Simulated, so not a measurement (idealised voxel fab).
Title: Process Module voxel ribs on slabs
Section cut is 155 nm wide and gridded with 5 nm square cells.
Cross-sections here: square-cell grids, written as top-down lists of bands, a band being one or more rows of cells.
Quick guide to a band line: top height, bottom height (nm) up front; then every material left to right with its width in nm. Only one material and it's marked "full width"? Then it fills the band edge to edge. And "empty" just means empty space.
The level at which height equals 0 is the one under which the wafer, as it arrives, is entirely one material. No lower edge exists for the bottom band, which continues downward and is notated as in "0 nm and below".
A width such as "30->40" changes by the same amount from each row of cells to the next, from the band's top row to its bottom row.
What does "nothing was modified" mean for a step? It means no cell of the cross-section changed in that step.
Under "Fully sealed voids" you'll find the enclosed gaps, the ones with no way out to the top, that are 8 cells or bigger; each reads width x height at distance, with distance counted from the left edge, everything in nm.
Whatever follows a step's settings on its line is a remark the simulator itself makes about that step.
Regarding "overlay nm": on a step with a mask, it is the distance the mask lay to the right of its planned place; a negative value places it to the left.
Steps planned for the process:
| 1 | RECEIVE (material Si) |
| 2 | DIRECTIONAL_DEP (material SiO2; thk nm 25) |
| 3 | DIRECTIONAL_DEP (material SiN; thk nm 20) |
| 4 | PATTERN (tone cover; mask id RIB; material resist; width nm 15; thk nm 15; overlay nm 0) |
| 5 | DIRECTIONAL_ETCH (etch materials SiN; depth nm 5) |
| 6 | STRIP (etch materials resist) |
| 7 | PATTERN (tone cover; mask id SLAB; material resist; width nm 65; thk nm 15; overlay nm 0) |
| 8 | DIRECTIONAL_ETCH (etch materials SiN; depth nm 15) |
| 9 | STRIP (etch materials resist) |
| 10 | FILL_DEP (material SiO2; thk nm 25) |
| 11 | CMP (height nm 60) |
| 12 | DIRECTIONAL_DEP (material TiN; thk nm 10) |
| 13 | MASKED_ETCH (tone cover; mask id HEATER; width nm 25; etch materials TiN; depth nm 10; overlay nm 0) |
| 14 | CONFORMAL_DEP (material SiO2; thk nm 5) |
Cross-section of the incoming wafer, state after step 1:
  0 nm and below  Si full width
  Fully sealed voids: none
End-of-module cross-section of the first of two wafers, processed as planned:
  75 nm to 70 nm  empty 60 nm / SiO2 35 nm / empty 60 nm
  70 nm to 65 nm  empty 60 nm / SiO2 5 nm / TiN 25 nm / SiO2 5 nm / empty 60 nm
  65 nm to 60 nm  SiO2 65 nm / TiN 25 nm / SiO2 65 nm
  60 nm to 45 nm  SiO2 full width
  45 nm to 40 nm  SiO2 70 nm / SiN 15 nm / SiO2 70 nm
  40 nm to 25 nm  SiO2 45 nm / SiN 65 nm / SiO2 45 nm
  25 nm to 0 nm  SiO2 full width
  0 nm and below  Si full width
  Fully sealed voids: none
So this is wafer number two of the two, cut at the end of the module - it started where the first did and had the same plan, we just got one thing wrong running it:
  75 nm to 70 nm  empty 60 nm / SiO2 35 nm / empty 60 nm
  70 nm to 65 nm  empty 60 nm / SiO2 5 nm / TiN 25 nm / SiO2 5 nm / empty 60 nm
  65 nm to 60 nm  SiO2 65 nm / TiN 25 nm / SiO2 65 nm
  60 nm to 45 nm  SiO2 full width
  45 nm to 40 nm  SiO2 70 nm / SiN 15 nm / SiO2 70 nm
  40 nm to 25 nm  SiO2 50 nm / SiN 60 nm / SiO2 45 nm
  25 nm to 0 nm  SiO2 full width
  0 nm and below  Si full width
  Fully sealed voids: none
Against the plan, the run slipped here: heads up, step 7 didn't go per plan, it actually ran as PATTERN (tone cover; mask id SLAB; material resist; width nm 60; thk nm 15; overlay nm 0)
Wrapping up, a cell-based count of both wafers puts the second over or under the first for these materials: 3 fewer of SiN | 3 more of SiO2
